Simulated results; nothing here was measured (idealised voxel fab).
The process module presented herein is designated voxel air gaps.
Each square cell in cross-section cut measures 5 nm, and the section as a whole is 285 nm wide.
The cross-sections in this document take the form of a grid made of square cells. They are written out as bands, in order from top to bottom. Each band consists of one or more rows of cells. Band entry format. Leading values: height of top, height of bottom, nm. Remainder: materials in left-to-right order, each with its width in nm. Special words: "edge to edge" on a single material, which then fills the band edge to edge; "blank", empty space. Height 0 is the level under which the wafer as received is all one material. The lowest band goes on downwards, as in "z 0 and below". Per-row width for "30 to 40": begins at first number (top row of band), ends at second number (bottom row), increment between rows held constant. "changes: none" after a step means that no cell of the cross-section changed. Under "Internal closed voids" you'll find the enclosed gaps, the ones with no way out to the top, that are 8 cells or bigger; each reads width x height at distance, with distance counted from the left edge, everything in nm. It should be noted that, on the line of a given step, the content following the step's settings is a remark produced by the simulator itself with respect to that step. The optional step-line setting "overlay nm" applies to steps with a mask and quantifies how far to the right of its planned location the mask lay, a negative value indicating leftward placement.

Intended process steps
1) RECEIVE | material Si
2) CONFORMAL_DEP | material SiO2 | thk nm 10
3) CONFORMAL_DEP | material SiN | thk nm 5
4) DIRECTIONAL_DEP | material SiO2 | thk nm 40
5) DIRECTIONAL_DEP | material aC | thk nm 10
6) PATTERN | tone open | mask id LINES | material resist | width nm 25 | pitch nm 50 | thk nm 30 | overlay nm -15
7) DIRECTIONAL_ETCH | etch materials aC | depth nm 10
8) STRIP | etch materials resist
9) DIRECTIONAL_ETCH | etch materials SiO2 | depth nm 40
10) STRIP | etch materials aC
11) CONFORMAL_DEP | material TiN | thk nm 5
12) FILL_DEP | material W | thk nm 10
13) CMP | height nm 55
14) EPI | material Ru | thk nm 10
15) SELECTIVE_ETCH | etch materials SiO2 | depth nm 50
16) CONFORMAL_DEP | material SiN | thk nm 5
Quick note for whoever runs this: the wafers start identical, but the overlay nm at step 6 isn't the same across them. The plan just shows what the first wafer had.

Here's the first of the wafers in cross-section, just as we got it, i.e. after step 1
> z 0 and below | Si edge to edge
> Internal closed voids: none

The cross-section of the first of several wafers is given below for the end of the module, after its final step, step 16
> z 70 to 65 | 50 nm blank, 155 nm SiN, 80 nm blank
> z 65 to 55 | 50 nm blank, 5 nm SiN, 45 nm Ru, 5 nm SiN, 45 nm Ru, 5 nm SiN, 45 nm Ru, 5 nm SiN, 80 nm blank
> z 55 to 50 | 50 nm blank, 15 nm SiN, 5 nm TiN, 15 nm W, 5 nm TiN, 25 nm SiN, 5 nm TiN, 15 nm W, 5 nm TiN, 25 nm SiN, 5 nm TiN, 15 nm W, 5 nm TiN, 15 nm SiN, 80 nm blank
> z 50 to 20 | 60 nm blank, 5 nm SiN, 5 nm TiN, 15 nm W, 5 nm TiN, 5 nm SiN, 15 nm blank, 5 nm SiN, 5 nm TiN, 15 nm W, 5 nm TiN, 5 nm SiN, 15 nm blank, 5 nm SiN, 5 nm TiN, 15 nm W, 5 nm TiN, 5 nm SiN, 90 nm blank
> z 20 to 15 | 65 nm SiN, 25 nm TiN, 25 nm SiN, 25 nm TiN, 25 nm SiN, 25 nm TiN, 95 nm SiN
> z 15 to 10 | SiN edge to edge
> z 10 to 0 | SiO2 edge to edge
> z 0 and below | Si edge to edge
> Internal closed voids: 15 x 30 at 95; 15 x 30 at 145

Of the several wafers, the last: cross-section at the end of the module
> z 70 to 65 | 80 nm blank, 155 nm SiN, 50 nm blank
> z 65 to 55 | 80 nm blank, 5 nm SiN, 45 nm Ru, 5 nm SiN, 45 nm Ru, 5 nm SiN, 45 nm Ru, 5 nm SiN, 50 nm blank
> z 55 to 50 | 80 nm blank, 15 nm SiN, 5 nm TiN, 15 nm W, 5 nm TiN, 25 nm SiN, 5 nm TiN, 15 nm W, 5 nm TiN, 25 nm SiN, 5 nm TiN, 15 nm W, 5 nm TiN, 15 nm SiN, 50 nm blank
> z 50 to 20 | 90 nm blank, 5 nm SiN, 5 nm TiN, 15 nm W, 5 nm TiN, 5 nm SiN, 15 nm blank, 5 nm SiN, 5 nm TiN, 15 nm W, 5 nm TiN, 5 nm SiN, 15 nm blank, 5 nm SiN, 5 nm TiN, 15 nm W, 5 nm TiN, 5 nm SiN, 60 nm blank
> z 20 to 15 | 95 nm SiN, 25 nm TiN, 25 nm SiN, 25 nm TiN, 25 nm SiN, 25 nm TiN, 65 nm SiN
> z 15 to 10 | SiN edge to edge
> z 10 to 0 | SiO2 edge to edge
> z 0 and below | Si edge to edge
> Internal closed voids: 15 x 30 at 125; 15 x 30 at 175

So in this table every wafer gets its own row, and what you see is where it stands at the end of the module: for each material, how many cells it picked up (+) or gave up (-) since we received it, and after that its closed voids
overlay nm -15, +54 Ru, +190 SiN, +114 SiO2, +57 TiN, +63 W, Internal closed voids: 15 x 30 at 95; 15 x 30 at 145
overlay nm -10, +54 Ru, +190 SiN, +114 SiO2, +57 TiN, +63 W, Internal closed voids: 15 x 30 at 100; 15 x 30 at 150
overlay nm -5, +54 Ru, +190 SiN, +114 SiO2, +57 TiN, +63 W, Internal closed voids: 15 x 30 at 105; 15 x 30 at 155
overlay nm 0, +54 Ru, +190 SiN, +114 SiO2, +57 TiN, +63 W, Internal closed voids: 15 x 30 at 110; 15 x 30 at 160
overlay nm 5, +54 Ru, +190 SiN, +114 SiO2, +57 TiN, +63 W, Internal closed voids: 15 x 30 at 115; 15 x 30 at 165
overlay nm 10, +54 Ru, +190 SiN, +114 SiO2, +57 TiN, +63 W, Internal closed voids: 15 x 30 at 120; 15 x 30 at 170
overlay nm 15, +54 Ru, +190 SiN, +114 SiO2, +57 TiN, +63 W, Internal closed voids: 15 x 30 at 125; 15 x 30 at 175
